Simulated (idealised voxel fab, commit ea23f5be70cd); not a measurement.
Process module in this document: voxel local oxidation
In the cross-section labelled cut, the width is 270 nm and each square cell is 5 nm.
A cross-section is written here as square cells arranged in a grid, and it is given in bands from the top down, each band taking up one or more rows of cells. Heads up on the band format: heights come first, top then bottom, in nm. After that it's the materials left to right, each with its width in nm. A single material flagged "full width" fills the whole band edge to edge, and "air" means there's empty space there. Heights are measured from 0, the level below which the as-received wafer is all one material; the lowest band has no bottom and continues downward, written as in "top 0, no bottom". The width entry "30 to 40" should be interpreted row by row: the top row of cells in the band takes the first number, the bottom row takes the second number, and the change between adjacent rows is uniform throughout. It should be understood that the words "changes: none", when stated for a given step, signify that the cross-section underwent no change in any of its cells during that step. The list in "Non-vented voids" covers empty spaces of 8 cells or more that cannot reach the top through any open way, and it gives each as width x height at distance; the distance is from the left edge, and width, height and distance are in nm. Where a step's line continues beyond its settings, the continuation is a remark by the simulator itself on that step. The optional step-line setting "overlay nm" applies to steps with a mask and quantifies how far to the right of its planned location the mask lay, a negative value indicating leftward placement.

Process steps foreseen in the plan
step 1: RECEIVE: material Si
step 2: OXIDIZE: depth nm 5
step 3: CONFORMAL_DEP: material SiN, thk nm 10
step 4: PATTERN: tone cover, mask id ACTIVE, material resist, width nm 125, thk nm 20, overlay nm 0
step 5: DIRECTIONAL_ETCH: etch materials SiN, depth nm 10
step 6: STRIP: etch materials resist
step 7: SELECTIVE_ETCH: etch materials SiO2, depth nm 5
step 8: OXIDIZE: depth nm 15
step 9: STRIP: etch materials SiN

Shown in cross-section is the wafer as received, that is, as it stands after step 1
  top 0, no bottom: Si full width
  Non-vented voids: none

Cross-section, end of module. Start: as above. Plan: as above. Execution: one mistake
  top 0, bottom -5: 70 of air, then 125 of SiO2, then 75 of air
  top -5, bottom -20: 85 of SiO2, then 95 of Si, then 90 of SiO2
  top -20, no bottom: Si full width
  Non-vented voids: none
Deviation from plan: step 4 was processed under conditions differing from the plan, specifically as PATTERN: tone cover, mask id ACTIVE, material resist, width nm 135, thk nm 20, overlay nm 0
